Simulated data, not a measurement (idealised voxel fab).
This section sets out a process module, namely voxel transistor to metal.
The figure presents cross-section cut, which has a width of 185 nm and is divided into square cells with an edge length of 5 nm.
Notation: cross-section as square-cell grid; stated in bands, top first, going down; one or more cell rows per band.
In this notation a band is specified by the heights of its top and bottom, in that order and in nm, after which its materials appear from left to right, each paired with its width in nm. The word "throughout" attached to a single material means that material fills the band from edge to edge; the word "empty" stands for empty space.
Heights are reckoned from 0. Under this level, the received wafer is all of one material. The bottommost band is open-ended downward, for example "0 and below".
You'd read "30->40" like this: the band's top row of cells is as wide as the first number, its bottom row is as wide as the second, and going down, every row changes width by the same amount as the row before did.
Key: "no change occurred" - step with no changed cell in the cross-section.
The label "Closed internal voids" introduces a list of the empty spaces, 8 cells or larger, that have no open way up to the top; each entry in it reads width x height at distance, where the distance is taken from the left edge and all three are stated in nm.
Formally, on a step line, whatever follows the settings is a remark that the simulator itself makes on the step.
overlay nm: mask right of planned place by this much (step with mask). Neg. = left.

# The planned process steps are enumerated hereunder
- 1: RECEIVE, material Si
- 2: CONFORMAL_DEP, material SiO2, thk nm 5
- 3: CONFORMAL_DEP, material SiN, thk nm 10
- 4: MASKED_ETCH, tone cover, mask id ACTIVE, width nm 105, etch materials SiN, depth nm 10, overlay nm 0
- 5: MASKED_ETCH, tone cover, mask id ACTIVE, width nm 105, etch materials SiO2, depth nm 5, overlay nm 0
- 6: MASKED_ETCH, tone cover, mask id ACTIVE, width nm 105, etch materials Si, depth nm 20, overlay nm 0
- 7: OXIDIZE, depth nm 5
- 8: FILL_DEP, material SiO2, thk nm 5
- 9: CMP, height nm 15
- 10: SELECTIVE_ETCH, etch materials SiO2, depth nm 10
- 11: STRIP, etch materials SiN
- 12: SELECTIVE_ETCH, etch materials SiO2, depth nm 5
- 13: OXIDIZE, depth nm 5
- 14: DIRECTIONAL_DEP, material polySi, thk nm 25
- 15: DIRECTIONAL_DEP, material SiCN, thk nm 15
- 16: DIRECTIONAL_DEP, material aC, thk nm 10
- 17: PATTERN, tone cover, mask id GATE, material resist, width nm 15, thk nm 30, overlay nm 0
- 18: DIRECTIONAL_ETCH, etch materials aC, depth nm 10
- 19: STRIP, etch materials resist
- 20: DIRECTIONAL_ETCH, etch materials SiCN, depth nm 25
- 21: DIRECTIONAL_ETCH, etch materials polySi, depth nm 35
- 22: STRIP, etch materials aC
- 23: CONFORMAL_DEP, material SiO2, thk nm 5
- 24: DIRECTIONAL_ETCH, etch materials SiO2, depth nm 5
- 25: CONFORMAL_DEP, material SiN, thk nm 5
- 26: DIRECTIONAL_ETCH, etch materials SiN, depth nm 5
- 27: DIRECTIONAL_ETCH, etch materials SiO2, depth nm 5
- 28: DIRECTIONAL_ETCH, etch materials Si, depth nm 5
- 29: EPI, material pSi, thk nm 10
- 30: FILL_DEP, material SiO2, thk nm 10
- 31: CMP, height nm 40
- 32: DIRECTIONAL_DEP, material SiO2, thk nm 10
- 33: PATTERN, tone open, mask id CONTACT, material resist, width nm 20, pitch nm 75, thk nm 15, overlay nm 0
- 34: DIRECTIONAL_ETCH, etch materials SiO2, depth nm 50
- 35: STRIP, etch materials resist
- 36: CONFORMAL_DEP, material TiN, thk nm 5
- 37: FILL_DEP, material W, thk nm 10
- 38: CMP, height nm 50
- 39: DIRECTIONAL_DEP, material TiN, thk nm 5
- 40: DIRECTIONAL_DEP, material Ru, thk nm 25
- 41: DIRECTIONAL_DEP, material aC, thk nm 10
- 42: PATTERN, tone cover, mask id METAL_1, material resist, width nm 20, pitch nm 75, thk nm 30, overlay nm 0
- 43: DIRECTIONAL_ETCH, etch materials aC, depth nm 10
- 44: STRIP, etch materials resist
- 45: DIRECTIONAL_ETCH, etch materials Ru, depth nm 25
- 46: DIRECTIONAL_ETCH, etch materials TiN, depth nm 5
- 47: STRIP, etch materials aC
- 48: CONFORMAL_DEP, material SiN, thk nm 5
- 49: FILL_DEP, material lowk, thk nm 5
- 50: CMP, height nm 80
- 51: CONFORMAL_DEP, material SiCN, thk nm 5

# Cross-sectional view of the wafer in its as-received condition, corresponding to the state after step 1
  0 and below  Si throughout
  Closed internal voids: none

# Final wafer profile in cross-section after the module, from the same start and plan as above, with one mistake made during processing
  85 down to 80  SiCN throughout
  80 down to 65  lowk: 40  SiN: 5  Ru: 20  SiN: 5  lowk: 45  SiN: 5  Ru: 20  SiN: 5  lowk: 40
  65 down to 60  SiN: 45  TiN: 20  SiN: 55  TiN: 20  SiN: 45
  60 down to 55  W throughout
  55 down to 50  TiN: 50  W: 10  TiN: 65  W: 10  TiN: 50
  50 down to 40  SiO2: 45  TiN: 5  W: 10  TiN: 5  SiO2: 55  TiN: 5  W: 10  TiN: 5  SiO2: 45
  40 down to 25  SiO2: 45  TiN: 5  W: 10  TiN: 5  SiO2: 10  SiN: 5  SiO2: 5  SiCN: 15  SiO2: 5  SiN: 5  SiO2: 10  TiN: 5  W: 10  TiN: 5  SiO2: 45
  25 down to 5  SiO2: 45  TiN: 5  W: 10  TiN: 5  SiO2: 10  SiN: 5  SiO2: 5  polySi: 15  SiO2: 5  SiN: 5  SiO2: 10  TiN: 5  W: 10  TiN: 5  SiO2: 45
  5 down to 0  SiO2: 45  TiN: 20  pSi: 10  SiN: 5  SiO2: 5  polySi: 15  SiO2: 5  SiN: 5  pSi: 10  TiN: 20  SiO2: 45
  0 down to -5  SiO2: 40  pSi: 35  SiO2: 35  pSi: 35  SiO2: 40
  -5 down to -10  SiO2: 45  pSi: 30  Si: 35  pSi: 30  SiO2: 45
  -10 down to -25  SiO2: 45  Si: 95  SiO2: 45
  -25 and below  Si throughout
  Closed internal voids: none
It is concluded that the wafer was processed incorrectly with respect to the plan, in that step 38 ran with different settings than intended, the actual operation and settings being CMP, height nm 60
